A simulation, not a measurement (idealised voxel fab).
Process module, titled voxel capacitor over wiring
The figure presents cross-section cut, which has a width of 205 nm and is divided into square cells with an edge length of 5 nm.
How to read a cross-section here: the picture is a grid of square cells, written as bands going from the top down, and any band can span one or more rows of cells.
Read a band's entry like this: the first values are the height of its top and the height of its bottom in nm, and what follows is the sequence of materials from left to right, each with its width in nm. Note that "empty" is empty space, and that a single material marked "throughout" reaches across the band from edge to edge.
Heads up on the height convention: 0 is the point under which the incoming wafer is all one material, and the lowest band has no bottom, it just keeps going down, like "0 down".
Top row gets the first number, bottom row gets the second, and each row in between changes by the same step: that is how a band width like "30 to 40" works.
"identical to before" (step): cross-section cells unchanged, all of them.
"Voids, enclosed" enumerates empty spaces isolated from the top, with no open way to it, that contain at least 8 cells, giving each as width x height at distance from the left edge, all three in nm.
What comes after the settings on a step's line is commentary from the simulator itself on that step.
overlay nm: where the mask lay relative to plan, measured to the right, on steps with a mask; negatives go left.
Layout of what follows: cross-section pairs, each bracketing one process step, the after cross-section shown only to the lowest band that changed, the step between and its settings noted under each pair. Pairs may originate in different runs of this module on the same starting wafer; a pair continues from the pair above only where its entry headed "State on entry" says so.
State on entry
    115 to 100 | resist (70) | empty (15) | resist (120)
    100 to 95 | SiO2 (70) | empty (5) | SiN (45) | SiO2 (85)
    95 to 90 | SiO2 (55) | TiN (5) | SiO2 (10) | empty (5) | TiN (50) | SiO2 (80)
    90 to 85 | SiO2 (55) | TiN (70) | SiO2 (80)
    85 to 80 | lowk (60) | TiN (15) | lowk (130)
    80 to 75 | lowk (60) | SiN (15) | lowk (130)
    75 to 65 | lowk (60) | TiN (15) | lowk (130)
    65 to 45 | lowk throughout
    45 to 40 | SiCN throughout
    40 to 15 | SiO2 (55) | TiN (5) | Cu (10) | TiN (5) | SiO2 (55) | TiN (5) | Cu (10) | TiN (5) | SiO2 (55)
    15 to 10 | SiCN (55) | TiN (20) | SiCN (55) | TiN (20) | SiCN (55)
    10 to 0 | SiO2 throughout
    0 down | Si throughout
    Voids, enclosed: none
Post-Step Snapshot
    100 to 95 | SiO2 (70) | empty (5) | SiN (45) | SiO2 (85)
    All layers under 95 are left as they were.
    Voids, enclosed: none
Operation between the pre and post cross-sections above: STRIP, etch materials resist
State on entry: The pre-step condition corresponds to the post-step cross-section depicted in the pair directly above.
Post-Step Snapshot
    105 to 100 | TiN throughout
    100 to 95 | SiO2 (70) | TiN (5) | SiN (45) | SiO2 (85)
    95 to 90 | SiO2 (55) | TiN (5) | SiO2 (10) | TiN (55) | SiO2 (80)
    All layers under 90 are left as they were.
    Voids, enclosed: none
Operation between the pre and post cross-sections above: CONFORMAL_DEP, material TiN, thk nm 5
State on entry: The pre-step condition corresponds to the post-step cross-section depicted in the pair directly above.
Post-Step Snapshot
    110 to 105 | Ru throughout
    All layers under 105 are left as they were.
    Voids, enclosed: none
Operation between the pre and post cross-sections above: FILL_DEP, material Ru, thk nm 5
State on entry: The pre-step condition corresponds to the post-step cross-section depicted in the pair directly above.
Post-Step Snapshot
    100 to 95 | SiO2 (70) | TiN (5) | SiN (45) | SiO2 (85)
    All layers under 95 are left as they were.
    Voids, enclosed: none
Operation between the pre and post cross-sections above: CMP, height nm 100
State on entry: The pre-step condition corresponds to the post-step cross-section depicted in the pair directly above.
Post-Step Snapshot
    105 to 100 | SiCN throughout
    All layers under 100 are left as they were.
    Voids, enclosed: none
Operation between the pre and post cross-sections above: CONFORMAL_DEP, material SiCN, thk nm 5
State on entry
    0 down | Si throughout
    Voids, enclosed: none
Post-Step Snapshot
    5 to 0 | SiCN throughout
    All layers under 0 are left as they were.
    Voids, enclosed: none
Operation between the pre and post cross-sections above: CONFORMAL_DEP, material SiCN, thk nm 5
State on entry: The pre-step condition corresponds to the post-step cross-section depicted in the pair directly above.
Post-Step Snapshot
    15 to 5 | SiO2 throughout
    All layers under 5 are left as they were.
    Voids, enclosed: none
Operation between the pre and post cross-sections above: CONFORMAL_DEP, material SiO2, thk nm 10
State on entry: The pre-step condition corresponds to the post-step cross-section depicted in the pair directly above.
Post-Step Snapshot
    40 to 5 | SiO2 throughout
    All layers under 5 are left as they were.
    Voids, enclosed: none
Operation between the pre and post cross-sections above: DIRECTIONAL_DEP, material SiO2, thk nm 25
State on entry: The pre-step condition corresponds to the post-step cross-section depicted in the pair directly above.
Post-Step Snapshot
    40 to 15 | SiO2 (55) | empty (20) | SiO2 (55) | empty (20) | SiO2 (55)
    All layers under 15 are left as they were.
    Voids, enclosed: none
Operation between the pre and post cross-sections above: MASKED_ETCH, tone open, mask id METAL_1, width nm 20, pitch nm 75, etch materials SiO2, depth nm 25, overlay nm 0
State on entry: The pre-step condition corresponds to the post-step cross-section depicted in the pair directly above.
Post-Step Snapshot
    45 to 40 | TiN (60) | empty (10) | TiN (65) | empty (10) | TiN (60)
    40 to 20 | SiO2 (55) | TiN (5) | empty (10) | TiN (5) | SiO2 (55) | TiN (5) | empty (10) | TiN (5) | SiO2 (55)
    20 to 15 | SiO2 (55) | TiN (20) | SiO2 (55) | TiN (20) | SiO2 (55)
    All layers under 15 are left as they were.
    Voids, enclosed: none
Operation between the pre and post cross-sections above: CONFORMAL_DEP, material TiN, thk nm 5
State on entry: The pre-step condition corresponds to the post-step cross-section depicted in the pair directly above.
Post-Step Snapshot
    50 to 45 | Cu throughout
    45 to 40 | TiN (60) | Cu (10) | TiN (65) | Cu (10) | TiN (60)
    40 to 20 | SiO2 (55) | TiN (5) | Cu (10) | TiN (5) | SiO2 (55) | TiN (5) | Cu (10) | TiN (5) | SiO2 (55)
    All layers under 20 are left as they were.
    Voids, enclosed: none
Operation between the pre and post cross-sections above: FILL_DEP, material Cu, thk nm 5
State on entry: The pre-step condition corresponds to the post-step cross-section depicted in the pair directly above.
Post-Step Snapshot
    40 to 20 | SiO2 (55) | TiN (5) | Cu (10) | TiN (5) | SiO2 (55) | TiN (5) | Cu (10) | TiN (5) | SiO2 (55)
    All layers under 20 are left as they were.
    Voids, enclosed: none
Operation between the pre and post cross-sections above: CMP, height nm 40
State on entry: The pre-step condition corresponds to the post-step cross-section depicted in the pair directly above.
Post-Step Snapshot
    45 to 40 | SiCN throughout
    All layers under 40 are left as they were.
    Voids, enclosed: none
Operation between the pre and post cross-sections above: CONFORMAL_DEP, material SiCN, thk nm 5
State on entry: The pre-step condition corresponds to the post-step cross-section depicted in the pair directly above.
Post-Step Snapshot
    65 to 45 | lowk throughout
    All layers under 45 are left as they were.
    Voids, enclosed: none
Operation between the pre and post cross-sections above: DIRECTIONAL_DEP, material lowk, thk nm 20
State on entry: The pre-step condition corresponds to the post-step cross-section depicted in the pair directly above.
Post-Step Snapshot
    85 to 65 | resist (60) | empty (15) | resist (130)
    All layers under 65 are left as they were.
    Voids, enclosed: none
Operation between the pre and post cross-sections above: PATTERN, tone open, mask id PLUG_1, material resist, width nm 15, thk nm 20, overlay nm 0
State on entry: The pre-step condition corresponds to the post-step cross-section depicted in the pair directly above.
Post-Step Snapshot
    85 to 65 | resist (60) | empty (15) | resist (130)
    65 to 45 | lowk (60) | empty (15) | lowk (130)
    All layers under 45 are left as they were.
    Voids, enclosed: none
Operation between the pre and post cross-sections above: DIRECTIONAL_ETCH, etch materials lowk, depth nm 20
State on entry: The pre-step condition corresponds to the post-step cross-section depicted in the pair directly above.
Post-Step Snapshot
    85 to 65 | resist (60) | empty (15) | resist (130)
    65 to 45 | lowk (60) | empty (15) | lowk (130)
    45 to 40 | SiCN (60) | empty (15) | SiCN (130)
    All layers under 40 are left as they were.
    Voids, enclosed: none
Operation between the pre and post cross-sections above: DIRECTIONAL_ETCH, etch materials SiCN, depth nm 5
State on entry: The pre-step condition corresponds to the post-step cross-section depicted in the pair directly above.
Post-Step Snapshot
    65 to 45 | lowk (60) | empty (15) | lowk (130)
    All layers under 45 are left as they were.
    Voids, enclosed: none
Operation between the pre and post cross-sections above: STRIP, etch materials resist
State on entry: The pre-step condition corresponds to the post-step cross-section depicted in the pair directly above.
Post-Step Snapshot
    65 to 50 | lowk (60) | empty (15) | lowk (130)
    50 to 45 | lowk (60) | Ru (15) | lowk (130)
    45 to 40 | SiCN (60) | Ru (15) | SiCN (130)
    All layers under 40 are left as they were.
    Voids, enclosed: none
Operation between the pre and post cross-sections above: EPI, material Ru, thk nm 10
State on entry: The pre-step condition corresponds to the post-step cross-section depicted in the pair directly above.
Post-Step Snapshot
    65 to 60 | lowk (60) | empty (15) | lowk (130)
    60 to 45 | lowk (60) | Ru (15) | lowk (130)
    All layers under 45 are left as they were.
    Voids, enclosed: none
Operation between the pre and post cross-sections above: EPI, material Ru, thk nm 10
State on entry: The pre-step condition corresponds to the post-step cross-section depicted in the pair directly above.
Post-Step Snapshot
    65 to 45 | lowk (60) | Ru (15) | lowk (130)
    All layers under 45 are left as they were.
    Voids, enclosed: none
Operation between the pre and post cross-sections above: EPI, material Ru, thk nm 5
State on entry: The pre-step condition corresponds to the post-step cross-section depicted in the pair directly above.
Post-Step Snapshot
    75 to 65 | TiN throughout
    All layers under 65 are left as they were.
    Voids, enclosed: none
Operation between the pre and post cross-sections above: DIRECTIONAL_DEP, material TiN, thk nm 10
State on entry: The pre-step condition corresponds to the post-step cross-section depicted in the pair directly above.
Post-Step Snapshot
    80 to 75 | SiN throughout
    All layers under 75 are left as they were.
    Voids, enclosed: none
Operation between the pre and post cross-sections above: DIRECTIONAL_DEP, material SiN, thk nm 5
State on entry: The pre-step condition corresponds to the post-step cross-section depicted in the pair directly above.
Post-Step Snapshot
    90 to 80 | TiN throughout
    All layers under 80 are left as they were.
    Voids, enclosed: none
Operation between the pre and post cross-sections above: DIRECTIONAL_DEP, material TiN, thk nm 10
State on entry: The pre-step condition corresponds to the post-step cross-section depicted in the pair directly above.
Post-Step Snapshot
    105 to 90 | empty (60) | resist (60) | empty (85)
    All layers under 90 are left as they were.
    Voids, enclosed: none
Operation between the pre and post cross-sections above: PATTERN, tone cover, mask id UPPER_PLATE, material resist, width nm 60, thk nm 15, overlay nm 0
State on entry: The pre-step condition corresponds to the post-step cross-section depicted in the pair directly above.
Post-Step Snapshot
    105 to 90 | empty (60) | resist (60) | empty (85)
    90 to 80 | empty (60) | TiN (60) | empty (85)
    All layers under 80 are left as they were.
    Voids, enclosed: none
Operation between the pre and post cross-sections above: DIRECTIONAL_ETCH, etch materials TiN, depth nm 10
State on entry: The pre-step condition corresponds to the post-step cross-section depicted in the pair directly above.
Post-Step Snapshot
    105 to 90 | empty (60) | resist (60) | empty (85)
    90 to 80 | empty (60) | TiN (60) | empty (85)
    80 to 75 | empty (60) | SiN (60) | empty (85)
    All layers under 75 are left as they were.
    Voids, enclosed: none
Operation between the pre and post cross-sections above: DIRECTIONAL_ETCH, etch materials SiN, depth nm 5
State on entry: The pre-step condition corresponds to the post-step cross-section depicted in the pair directly above.
Post-Step Snapshot
    90 to 80 | empty (60) | TiN (60) | empty (85)
    All layers under 80 are left as they were.
    Voids, enclosed: none
Operation between the pre and post cross-sections above: STRIP, etch materials resist
State on entry: The pre-step condition corresponds to the post-step cross-section depicted in the pair directly above.
Post-Step Snapshot
    105 to 90 | empty (60) | aC (60) | empty (85)
    90 to 80 | aC (60) | TiN (60) | aC (85)
    80 to 75 | aC (60) | SiN (60) | aC (85)
    All layers under 75 are left as they were.
    Voids, enclosed: none
Operation between the pre and post cross-sections above: DIRECTIONAL_DEP, material aC, thk nm 15
State on entry: The pre-step condition corresponds to the post-step cross-section depicted in the pair directly above.
Post-Step Snapshot
    135 to 105 | empty (55) | resist (70) | empty (80)
    105 to 90 | empty (55) | resist (5) | aC (60) | resist (5) | empty (80)
    All layers under 90 are left as they were.
    Voids, enclosed: none
Operation between the pre and post cross-sections above: PATTERN, tone cover, mask id LOWER_PLATE, material resist, width nm 70, thk nm 30, overlay nm 0
State on entry: The pre-step condition corresponds to the post-step cross-section depicted in the pair directly above.
Post-Step Snapshot
    120 to 105 | empty (55) | resist (70) | empty (80)
    105 to 90 | empty (55) | resist (5) | aC (60) | resist (5) | empty (80)
    90 to 80 | empty (55) | aC (5) | TiN (60) | aC (5) | empty (80)
    80 to 75 | empty (55) | aC (5) | SiN (60) | aC (5) | empty (80)
    All layers under 75 are left as they were.
    Voids, enclosed: none
Operation between the pre and post cross-sections above: DIRECTIONAL_ETCH, etch materials aC, depth nm 15
State on entry: The pre-step condition corresponds to the post-step cross-section depicted in the pair directly above.
Post-Step Snapshot
    105 to 90 | empty (60) | aC (60) | empty (85)
    All layers under 90 are left as they were.
    Voids, enclosed: none
Operation between the pre and post cross-sections above: STRIP, etch materials resist
State on entry: The pre-step condition corresponds to the post-step cross-section depicted in the pair directly above.
Post-Step Snapshot
    105 to 90 | empty (60) | aC (60) | empty (85)
    90 to 80 | empty (55) | aC (5) | TiN (60) | aC (5) | empty (80)
    80 to 75 | empty (55) | aC (5) | SiN (60) | aC (5) | empty (80)
    75 to 65 | empty (55) | TiN (70) | empty (80)
    All layers under 65 are left as they were.
    Voids, enclosed: none
Operation between the pre and post cross-sections above: DIRECTIONAL_ETCH, etch materials TiN, depth nm 10
State on entry: The pre-step condition corresponds to the post-step cross-section depicted in the pair directly above.
Post-Step Snapshot
    90 to 80 | empty (60) | TiN (60) | empty (85)
    80 to 75 | empty (60) | SiN (60) | empty (85)
    All layers under 75 are left as they were.
    Voids, enclosed: none
Operation between the pre and post cross-sections above: STRIP, etch materials aC
State on entry: The pre-step condition corresponds to the post-step cross-section depicted in the pair directly above.
Post-Step Snapshot
    105 to 90 | SiO2 throughout
    90 to 80 | SiO2 (60) | TiN (60) | SiO2 (85)
    80 to 75 | SiO2 (60) | SiN (60) | SiO2 (85)
    75 to 65 | SiO2 (55) | TiN (70) | SiO2 (80)
    All layers under 65 are left as they were.
    Voids, enclosed: none
Operation between the pre and post cross-sections above: FILL_DEP, material SiO2, thk nm 15
State on entry: The pre-step condition corresponds to the post-step cross-section depicted in the pair directly above.
Post-Step Snapshot
    100 to 90 | SiO2 throughout
    All layers under 90 are left as they were.
    Voids, enclosed: none
Operation between the pre and post cross-sections above: CMP, height nm 100
State on entry: The pre-step condition corresponds to the post-step cross-section depicted in the pair directly above.
Post-Step Snapshot
    115 to 100 | resist (70) | empty (15) | resist (120)
    All layers under 100 are left as they were.
    Voids, enclosed: none
Operation between the pre and post cross-sections above: PATTERN, tone open, mask id PLUG_2, material resist, width nm 15, thk nm 15, overlay nm 0
State on entry: The pre-step condition corresponds to the post-step cross-section depicted in the pair directly above.
Post-Step Snapshot
    115 to 100 | resist (70) | empty (15) | resist (120)
    100 to 90 | SiO2 (70) | empty (15) | SiO2 (120)
    All layers under 90 are left as they were.
    Voids, enclosed: none
Operation between the pre and post cross-sections above: DIRECTIONAL_ETCH, etch materials SiO2, depth nm 10
State on entry: The pre-step condition corresponds to the post-step cross-section depicted in the pair directly above.
Post-Step Snapshot
    100 to 90 | SiO2 (70) | empty (15) | SiO2 (120)
    All layers under 90 are left as they were.
    Voids, enclosed: none
Operation between the pre and post cross-sections above: STRIP, etch materials resist
State on entry: The pre-step condition corresponds to the post-step cross-section depicted in the pair directly above.
Post-Step Snapshot
    105 to 100 | TiN (75) | empty (5) | TiN (125)
    100 to 95 | SiO2 (70) | TiN (5) | empty (5) | TiN (5) | SiO2 (120)
    95 to 90 | SiO2 (70) | TiN (15) | SiO2 (120)
    All layers under 90 are left as they were.
    Voids, enclosed: none
Operation between the pre and post cross-sections above: CONFORMAL_DEP, material TiN, thk nm 5
State on entry: The pre-step condition corresponds to the post-step cross-section depicted in the pair directly above.
Post-Step Snapshot
    110 to 105 | Ru throughout
    105 to 100 | TiN (75) | Ru (5) | TiN (125)
    100 to 95 | SiO2 (70) | TiN (5) | Ru (5) | TiN (5) | SiO2 (120)
    All layers under 95 are left as they were.
    Voids, enclosed: none
Operation between the pre and post cross-sections above: FILL_DEP, material Ru, thk nm 5
State on entry: The pre-step condition corresponds to the post-step cross-section depicted in the pair directly above.
Post-Step Snapshot
    100 to 95 | SiO2 (70) | TiN (5) | Ru (5) | TiN (5) | SiO2 (120)
    All layers under 95 are left as they were.
    Voids, enclosed: none
Operation between the pre and post cross-sections above: CMP, height nm 100
State on entry: The pre-step condition corresponds to the post-step cross-section depicted in the pair directly above.
Post-Step Snapshot
    105 to 100 | SiCN throughout
    All layers under 100 are left as they were.
    Voids, enclosed: none
Operation between the pre and post cross-sections above: CONFORMAL_DEP, material SiCN, thk nm 5
State on entry
    105 to 90 | empty (60) | aC (60) | empty (85)
    90 to 80 | empty (55) | aC (5) | TiN (60) | aC (5) | empty (80)
    80 to 75 | empty (55) | aC (5) | SiN (60) | aC (5) | empty (80)
    75 to 65 | TiN throughout
    65 to 45 | lowk (60) | Ru (15) | lowk (130)
    45 to 40 | SiCN (60) | Ru (15) | SiCN (130)
    40 to 15 | SiO2 (55) | TiN (5) | Cu (10) | TiN (5) | SiO2 (55) | TiN (5) | Cu (10) | TiN (5) | SiO2 (55)
    15 to 10 | SiCN (55) | TiN (20) | SiCN (55) | TiN (20) | SiCN (55)
    10 to 0 | SiO2 throughout
    0 down | Si throughout
    Voids, enclosed: none
Post-Step Snapshot
    105 to 90 | empty (60) | aC (60) | empty (85)
    90 to 80 | empty (55) | aC (5) | TiN (60) | aC (5) | empty (80)
    80 to 75 | empty (55) | aC (5) | SiN (60) | aC (5) | empty (80)
    75 to 70 | empty (55) | TiN (70) | empty (80)
    All layers under 70 are left as they were.
    Voids, enclosed: none
Operation between the pre and post cross-sections above: DIRECTIONAL_ETCH, etch materials TiN, depth nm 5
State on entry: The pre-step condition corresponds to the post-step cross-section depicted in the pair directly above.
Post-Step Snapshot
    90 to 80 | empty (60) | TiN (60) | empty (85)
    80 to 75 | empty (60) | SiN (60) | empty (85)
    All layers under 75 are left as they were.
    Voids, enclosed: none
Operation between the pre and post cross-sections above: STRIP, etch materials aC
State on entry: The pre-step condition corresponds to the post-step cross-section depicted in the pair directly above.
Post-Step Snapshot
    105 to 90 | SiO2 throughout
    90 to 80 | SiO2 (60) | TiN (60) | SiO2 (85)
    80 to 75 | SiO2 (60) | SiN (60) | SiO2 (85)
    75 to 70 | SiO2 (55) | TiN (70) | SiO2 (80)
    All layers under 70 are left as they were.
    Voids, enclosed: none
Operation between the pre and post cross-sections above: FILL_DEP, material SiO2, thk nm 15
State on entry: The pre-step condition corresponds to the post-step cross-section depicted in the pair directly above.
Post-Step Snapshot
    100 to 90 | SiO2 throughout
    All layers under 90 are left as they were.
    Voids, enclosed: none
Operation between the pre and post cross-sections above: CMP, height nm 100
State on entry: The pre-step condition corresponds to the post-step cross-section depicted in the pair directly above.
Post-Step Snapshot
    115 to 100 | resist (70) | empty (15) | resist (120)
    All layers under 100 are left as they were.
    Voids, enclosed: none
Operation between the pre and post cross-sections above: PATTERN, tone open, mask id PLUG_2, material resist, width nm 15, thk nm 15, overlay nm 0
State on entry: The pre-step condition corresponds to the post-step cross-section depicted in the pair directly above.
Post-Step Snapshot
    115 to 100 | resist (70) | empty (15) | resist (120)
    100 to 90 | SiO2 (70) | empty (15) | SiO2 (120)
    All layers under 90 are left as they were.
    Voids, enclosed: none
Operation between the pre and post cross-sections above: DIRECTIONAL_ETCH, etch materials SiO2, depth nm 10
State on entry: The pre-step condition corresponds to the post-step cross-section depicted in the pair directly above.
Post-Step Snapshot
    100 to 90 | SiO2 (70) | empty (15) | SiO2 (120)
    All layers under 90 are left as they were.
    Voids, enclosed: none
Operation between the pre and post cross-sections above: STRIP, etch materials resist
State on entry: The pre-step condition corresponds to the post-step cross-section depicted in the pair directly above.
Post-Step Snapshot
    105 to 100 | TiN (75) | empty (5) | TiN (125)
    100 to 95 | SiO2 (70) | TiN (5) | empty (5) | TiN (5) | SiO2 (120)
    95 to 90 | SiO2 (70) | TiN (15) | SiO2 (120)
    All layers under 90 are left as they were.
    Voids, enclosed: none
Operation between the pre and post cross-sections above: CONFORMAL_DEP, material TiN, thk nm 5
State on entry: The pre-step condition corresponds to the post-step cross-section depicted in the pair directly above.
Post-Step Snapshot
    110 to 105 | Ru throughout
    105 to 100 | TiN (75) | Ru (5) | TiN (125)
    100 to 95 | SiO2 (70) | TiN (5) | Ru (5) | TiN (5) | SiO2 (120)
    All layers under 95 are left as they were.
    Voids, enclosed: none
Operation between the pre and post cross-sections above: FILL_DEP, material Ru, thk nm 5
State on entry: The pre-step condition corresponds to the post-step cross-section depicted in the pair directly above.
Post-Step Snapshot
    100 to 95 | SiO2 (70) | TiN (5) | Ru (5) | TiN (5) | SiO2 (120)
    All layers under 95 are left as they were.
    Voids, enclosed: none
Operation between the pre and post cross-sections above: CMP, height nm 100
State on entry: The pre-step condition corresponds to the post-step cross-section depicted in the pair directly above.
Post-Step Snapshot
    105 to 100 | SiCN throughout
    All layers under 100 are left as they were.
    Voids, enclosed: none
Operation between the pre and post cross-sections above: CONFORMAL_DEP, material SiCN, thk nm 5
State on entry
    40 to 15 | SiO2 throughout
    15 to 10 | SiCN throughout
    10 to 0 | SiO2 throughout
    0 down | Si throughout
    Voids, enclosed: none
Post-Step Snapshot
    40 to 15 | SiO2 (55) | empty (25) | SiO2 (50) | empty (25) | SiO2 (50)
    All layers under 15 are left as they were.
    Voids, enclosed: none
Operation between the pre and post cross-sections above: MASKED_ETCH, tone open, mask id METAL_1, width nm 25, pitch nm 75, etch materials SiO2, depth nm 25, overlay nm 0
State on entry: The pre-step condition corresponds to the post-step cross-section depicted in the pair directly above.
Post-Step Snapshot
    40 to 15 | SiO2 (55) | empty (25) | SiO2 (50) | empty (25) | SiO2 (50)
    15 to 10 | SiCN (55) | empty (20) | SiCN (55) | empty (20) | SiCN (55)
    All layers under 10 are left as they were.
    Voids, enclosed: none
Operation between the pre and post cross-sections above: MASKED_ETCH, tone open, mask id METAL_1, width nm 20, pitch nm 75, etch materials SiCN, depth nm 5, overlay nm 0
State on entry: The pre-step condition corresponds to the post-step cross-section depicted in the pair directly above.
Post-Step Snapshot
    45 to 40 | TiN (60) | empty (15) | TiN (60) | empty (15) | TiN (55)
    40 to 20 | SiO2 (55) | TiN (5) | empty (15) | TiN (5) | SiO2 (50) | TiN (5) | empty (15) | TiN (5) | SiO2 (50)
    20 to 15 | SiO2 (55) | TiN (5) | empty (10) | TiN (10) | SiO2 (50) | TiN (5) | empty (10) | TiN (10) | SiO2 (50)
    15 to 10 | SiCN (55) | TiN (20) | SiCN (55) | TiN (20) | SiCN (55)
    All layers under 10 are left as they were.
    Voids, enclosed: none
Operation between the pre and post cross-sections above: CONFORMAL_DEP, material TiN, thk nm 5
State on entry: The pre-step condition corresponds to the post-step cross-section depicted in the pair directly above.
Post-Step Snapshot
    50 to 45 | Cu throughout
    45 to 40 | TiN (60) | Cu (15) | TiN (60) | Cu (15) | TiN (55)
    40 to 20 | SiO2 (55) | TiN (5) | Cu (15) | TiN (5) | SiO2 (50) | TiN (5) | Cu (15) | TiN (5) | SiO2 (50)
    20 to 15 | SiO2 (55) | TiN (5) | Cu (10) | TiN (10) | SiO2 (50) | TiN (5) | Cu (10) | TiN (10) | SiO2 (50)
    All layers under 15 are left as they were.
    Voids, enclosed: none
Operation between the pre and post cross-sections above: FILL_DEP, material Cu, thk nm 5
State on entry: The pre-step condition corresponds to the post-step cross-section depicted in the pair directly above.
Post-Step Snapshot
    40 to 20 | SiO2 (55) | TiN (5) | Cu (15) | TiN (5) | SiO2 (50) | TiN (5) | Cu (15) | TiN (5) | SiO2 (50)
    All layers under 20 are left as they were.
    Voids, enclosed: none
Operation between the pre and post cross-sections above: CMP, height nm 40
State on entry: The pre-step condition corresponds to the post-step cross-section depicted in the pair directly above.
Post-Step Snapshot
    45 to 40 | SiCN throughout
    All layers under 40 are left as they were.
    Voids, enclosed: none
Operation between the pre and post cross-sections above: CONFORMAL_DEP, material SiCN, thk nm 5
State on entry: The pre-step condition corresponds to the post-step cross-section depicted in the pair directly above.
Post-Step Snapshot
    65 to 45 | lowk throughout
    All layers under 45 are left as they were.
    Voids, enclosed: none
Operation between the pre and post cross-sections above: DIRECTIONAL_DEP, material lowk, thk nm 20
State on entry: The pre-step condition corresponds to the post-step cross-section depicted in the pair directly above.
Post-Step Snapshot
    85 to 65 | resist (60) | empty (15) | resist (130)
    All layers under 65 are left as they were.
    Voids, enclosed: none
Operation between the pre and post cross-sections above: PATTERN, tone open, mask id PLUG_1, material resist, width nm 15, thk nm 20, overlay nm 0
State on entry: The pre-step condition corresponds to the post-step cross-section depicted in the pair directly above.
Post-Step Snapshot
    85 to 65 | resist (60) | empty (15) | resist (130)
    65 to 45 | lowk (60) | empty (15) | lowk (130)
    All layers under 45 are left as they were.
    Voids, enclosed: none
Operation between the pre and post cross-sections above: DIRECTIONAL_ETCH, etch materials lowk, depth nm 20
State on entry: The pre-step condition corresponds to the post-step cross-section depicted in the pair directly above.
Post-Step Snapshot
    85 to 65 | resist (60) | empty (15) | resist (130)
    65 to 45 | lowk (60) | empty (15) | lowk (130)
    45 to 40 | SiCN (60) | empty (15) | SiCN (130)
    All layers under 40 are left as they were.
    Voids, enclosed: none
Operation between the pre and post cross-sections above: DIRECTIONAL_ETCH, etch materials SiCN, depth nm 5
State on entry: The pre-step condition corresponds to the post-step cross-section depicted in the pair directly above.
Post-Step Snapshot
    65 to 45 | lowk (60) | empty (15) | lowk (130)
    All layers under 45 are left as they were.
    Voids, enclosed: none
Operation between the pre and post cross-sections above: STRIP, etch materials resist
State on entry: The pre-step condition corresponds to the post-step cross-section depicted in the pair directly above.
Post-Step Snapshot
    65 to 50 | lowk (60) | empty (15) | lowk (130)
    50 to 45 | lowk (60) | Ru (15) | lowk (130)
    45 to 40 | SiCN (60) | Ru (15) | SiCN (130)
    All layers under 40 are left as they were.
    Voids, enclosed: none
Operation between the pre and post cross-sections above: EPI, material Ru, thk nm 10
State on entry: The pre-step condition corresponds to the post-step cross-section depicted in the pair directly above.
Post-Step Snapshot
    65 to 60 | lowk (60) | empty (15) | lowk (130)
    60 to 45 | lowk (60) | Ru (15) | lowk (130)
    All layers under 45 are left as they were.
    Voids, enclosed: none
Operation between the pre and post cross-sections above: EPI, material Ru, thk nm 10
State on entry: The pre-step condition corresponds to the post-step cross-section depicted in the pair directly above.
Post-Step Snapshot
    65 to 45 | lowk (60) | Ru (15) | lowk (130)
    All layers under 45 are left as they were.
    Voids, enclosed: none
Operation between the pre and post cross-sections above: EPI, material Ru, thk nm 5
State on entry: The pre-step condition corresponds to the post-step cross-section depicted in the pair directly above.
Post-Step Snapshot
    75 to 65 | TiN throughout
    All layers under 65 are left as they were.
    Voids, enclosed: none
Operation between the pre and post cross-sections above: DIRECTIONAL_DEP, material TiN, thk nm 10
State on entry: The pre-step condition corresponds to the post-step cross-section depicted in the pair directly above.
Post-Step Snapshot
    80 to 75 | SiN throughout
    All layers under 75 are left as they were.
    Voids, enclosed: none
Operation between the pre and post cross-sections above: DIRECTIONAL_DEP, material SiN, thk nm 5
State on entry: The pre-step condition corresponds to the post-step cross-section depicted in the pair directly above.
Post-Step Snapshot
    90 to 80 | TiN throughout
    All layers under 80 are left as they were.
    Voids, enclosed: none
Operation between the pre and post cross-sections above: DIRECTIONAL_DEP, material TiN, thk nm 10
State on entry: The pre-step condition corresponds to the post-step cross-section depicted in the pair directly above.
Post-Step Snapshot
    105 to 90 | empty (60) | resist (60) | empty (85)
    All layers under 90 are left as they were.
    Voids, enclosed: none
Operation between the pre and post cross-sections above: PATTERN, tone cover, mask id UPPER_PLATE, material resist, width nm 60, thk nm 15, overlay nm 0
State on entry: The pre-step condition corresponds to the post-step cross-section depicted in the pair directly above.
Post-Step Snapshot
    105 to 90 | empty (60) | resist (60) | empty (85)
    90 to 80 | empty (60) | TiN (60) | empty (85)
    All layers under 80 are left as they were.
    Voids, enclosed: none
Operation between the pre and post cross-sections above: DIRECTIONAL_ETCH, etch materials TiN, depth nm 10
State on entry: The pre-step condition corresponds to the post-step cross-section depicted in the pair directly above.
Post-Step Snapshot
    105 to 90 | empty (60) | resist (60) | empty (85)
    90 to 80 | empty (60) | TiN (60) | empty (85)
    80 to 75 | empty (60) | SiN (60) | empty (85)
    All layers under 75 are left as they were.
    Voids, enclosed: none
Operation between the pre and post cross-sections above: DIRECTIONAL_ETCH, etch materials SiN, depth nm 5
State on entry: The pre-step condition corresponds to the post-step cross-section depicted in the pair directly above.
Post-Step Snapshot
    90 to 80 | empty (60) | TiN (60) | empty (85)
    All layers under 80 are left as they were.
    Voids, enclosed: none
Operation between the pre and post cross-sections above: STRIP, etch materials resist
State on entry: The pre-step condition corresponds to the post-step cross-section depicted in the pair directly above.
Post-Step Snapshot
    105 to 90 | empty (60) | aC (60) | empty (85)
    90 to 80 | aC (60) | TiN (60) | aC (85)
    80 to 75 | aC (60) | SiN (60) | aC (85)
    All layers under 75 are left as they were.
    Voids, enclosed: none
Operation between the pre and post cross-sections above: DIRECTIONAL_DEP, material aC, thk nm 15
State on entry: The pre-step condition corresponds to the post-step cross-section depicted in the pair directly above.
Post-Step Snapshot
    135 to 105 | empty (55) | resist (70) | empty (80)
    105 to 90 | empty (55) | resist (5) | aC (60) | resist (5) | empty (80)
    All layers under 90 are left as they were.
    Voids, enclosed: none
Operation between the pre and post cross-sections above: PATTERN, tone cover, mask id LOWER_PLATE, material resist, width nm 70, thk nm 30, overlay nm 0
State on entry: The pre-step condition corresponds to the post-step cross-section depicted in the pair directly above.
Post-Step Snapshot
    120 to 105 | empty (55) | resist (70) | empty (80)
    105 to 90 | empty (55) | resist (5) | aC (60) | resist (5) | empty (80)
    90 to 80 | empty (55) | aC (5) | TiN (60) | aC (5) | empty (80)
    80 to 75 | empty (55) | aC (5) | SiN (60) | aC (5) | empty (80)
    All layers under 75 are left as they were.
    Voids, enclosed: none
Operation between the pre and post cross-sections above: DIRECTIONAL_ETCH, etch materials aC, depth nm 15
State on entry: The pre-step condition corresponds to the post-step cross-section depicted in the pair directly above.
Post-Step Snapshot
    105 to 90 | empty (60) | aC (60) | empty (85)
    All layers under 90 are left as they were.
    Voids, enclosed: none
Operation between the pre and post cross-sections above: STRIP, etch materials resist
